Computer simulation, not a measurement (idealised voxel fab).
process module | voxel released beams
cross-section cut | 250 nm wide | cells 5 nm
A cross-section is a grid of square cells, given in bands from the top down. A band is one or more rows of cells.
Each band's line starts with the height of the band's top and of its bottom, in nm. Then come its materials from left to right, each with its width in nm. One material with "throughout" fills the band from edge to edge. "air" is empty space.
Height 0 is the level under which the wafer as received is all one material. The lowest band goes on downwards, as in "0 down".
A width such as "30 to 40" changes by the same amount from each row of cells to the next, from the band's top row to its bottom row.
"no change" after a step means that no cell of the cross-section changed.
closed voids: empty space of 8 cells or more with no open way to the top, each as width x height at its distance from the left edge, in nm
after a step's settings: what the simulator itself notes on the step
overlay nm, on a step with a mask: how far to the right of its planned place the mask lay; to the left if negative
plan
1 op RECEIVE | material Si
2 op CONFORMAL_DEP | material Al2O3 | thk nm 10
3 op DIRECTIONAL_DEP | material SiO2 | thk nm 15
4 op MASKED_ETCH | tone open | mask id ANCHOR | width nm 25 | etch materials SiO2 | depth nm 15 | overlay nm 0
5 op CONFORMAL_DEP | material W | thk nm 10
6 op DIRECTIONAL_DEP | material aC | thk nm 15
7 op PATTERN | tone cover | mask id BEAM | material resist | width nm 110 | thk nm 30 | overlay nm 0
8 op DIRECTIONAL_ETCH | etch materials aC | depth nm 15
9 op STRIP | etch materials resist
10 op DIRECTIONAL_ETCH | etch materials W | depth nm 10
11 op STRIP | etch materials aC
12 op STRIP | etch materials SiO2
as received, after step 1
  0 down: Si throughout
  closed voids: none
a wafer at the end: this start, this plan, one mistake
  35 to 25: air 65 | W 110 | air 75
  25 to 15: Al2O3 throughout
  15 to 0: SiO2 throughout
  0 down: Si throughout
  closed voids: none
what went wrong: steps 2 and 3 were swapped
